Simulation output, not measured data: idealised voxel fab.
Process module name: voxel plated lines
Pictured: cross-section cut, 225 nm wide, on a grid of 5 nm square cells.
For the purposes of this document, a cross-section shall be understood as a grid of square cells, specified as bands listed in top-to-bottom order, each band consisting of one or more rows of cells. What a band's entry tells you: where the top is and where the bottom is, as heights in nm, and after that what lies inside, material by material from left to right, each with its width in nm. Empty space is written as the word "blank", and a single material marked with the word "everywhere" occupies the band from edge to edge. Heads up on the height convention: 0 is the point under which the incoming wafer is all one material, and the lowest band has no bottom, it just keeps going down, like "0 down". The width entry "30->40" should be interpreted row by row: the top row of cells in the band takes the first number, the bottom row takes the second number, and the change between adjacent rows is uniform throughout. No cell of the cross-section changed in a step that is given as "no modifications". So "Enclosed void entries" is basically the list of trapped voids: any empty space of 8 cells or more that can't reach the top through an opening. They're written width x height at distance, the distance being from the left edge, and it's all nm. Read whatever lies past the settings on a step's line as the simulator's own remark about the step. A step's line can hold "overlay nm"; with a mask on that step, the setting says how far right of the planned place the mask lay, while a negative setting says it lay to the left.
The planned process steps are enumerated hereunder:
step 1: RECEIVE, material Si
step 2: CONFORMAL_DEP, material Al2O3, thk nm 10
step 3: DIRECTIONAL_DEP, material TiN, thk nm 5
step 4: PATTERN, tone open, mask id LINES, material resist, width nm 15, pitch nm 35, thk nm 40, overlay nm 0
step 5: EPI, material Ru, thk nm 10
step 6: EPI, material Ru, thk nm 5
step 7: EPI, material Ru, thk nm 10
step 8: STRIP, etch materials resist
step 9: DIRECTIONAL_ETCH, etch materials TiN, depth nm 5
step 10: CONFORMAL_DEP, material SiN, thk nm 5
First of two wafers - as planned:
Incoming wafer in cross-section (state: after step 1):
0 down  Si everywhere
Enclosed void entries: none
Cross-section: wafer state after step 2:
10 to 0  Al2O3 everywhere
Anything lower than 0 is untouched.
Cross-section: wafer state after step 3:
15 to 10  TiN everywhere
Anything lower than 10 is untouched.
Cross-section: wafer state after step 4:
55 to 15  resist: 85 | blank: 15 | resist: 20 | blank: 15 | resist: 90
Anything lower than 15 is untouched.
Cross-section: wafer state after step 5:
55 to 25  resist: 85 | blank: 15 | resist: 20 | blank: 15 | resist: 90
25 to 15  resist: 85 | Ru: 15 | resist: 20 | Ru: 15 | resist: 90
Anything lower than 15 is untouched.
Cross-section: wafer state after step 6:
55 to 30  resist: 85 | blank: 15 | resist: 20 | blank: 15 | resist: 90
30 to 15  resist: 85 | Ru: 15 | resist: 20 | Ru: 15 | resist: 90
Anything lower than 15 is untouched.
Cross-section: wafer state after step 7:
55 to 40  resist: 85 | blank: 15 | resist: 20 | blank: 15 | resist: 90
40 to 15  resist: 85 | Ru: 15 | resist: 20 | Ru: 15 | resist: 90
Anything lower than 15 is untouched.
Cross-section: wafer state after step 8:
40 to 15  blank: 85 | Ru: 15 | blank: 20 | Ru: 15 | blank: 90
Anything lower than 15 is untouched.
Cross-section: wafer state after step 9:
40 to 15  blank: 85 | Ru: 15 | blank: 20 | Ru: 15 | blank: 90
15 to 10  blank: 85 | TiN: 15 | blank: 20 | TiN: 15 | blank: 90
Anything lower than 10 is untouched.
Cross-section: wafer state after step 10:
45 to 40  blank: 80 | SiN: 25 | blank: 10 | SiN: 25 | blank: 85
40 to 15  blank: 80 | SiN: 5 | Ru: 15 | SiN: 5 | blank: 10 | SiN: 5 | Ru: 15 | SiN: 5 | blank: 85
15 to 10  SiN: 85 | TiN: 15 | SiN: 20 | TiN: 15 | SiN: 90
Anything lower than 10 is untouched.
Second wafer - shared start and plan with the first - one error in running - same as the first up to step 1 inclusive:
The second wafer cut through, at the time step 2 was supposed to be finished:
5 to 0  TiN everywhere
Anything lower than 0 is untouched.
The second wafer cut through, at the time step 3 was supposed to be finished:
15 to 5  Al2O3 everywhere
Anything lower than 5 is untouched.
The second wafer cut through, at the time step 4 was supposed to be finished:
55 to 15  resist: 85 | blank: 15 | resist: 20 | blank: 15 | resist: 90
Anything lower than 15 is untouched.
The second wafer cut through, at the time step 5 was supposed to be finished: no modifications
The second wafer cut through, at the time step 6 was supposed to be finished: no modifications
The second wafer cut through, at the time step 7 was supposed to be finished: no modifications
The second wafer cut through, at the time step 8 was supposed to be finished:
15 to 5  Al2O3 everywhere
Anything lower than 5 is untouched.
The second wafer cut through, at the time step 9 was supposed to be finished: no modifications
The second wafer cut through, at the time step 10 was supposed to be finished:
20 to 15  SiN everywhere
Anything lower than 15 is untouched.
Where did the run depart from the plan? steps 2 and 3 of the plan were each performed in the slot designated for the other
Wafer comparison, final, in cells, second relative to first, materials more or fewer: Ru: 30 fewer | SiN: 24 fewer | TiN: 39 more
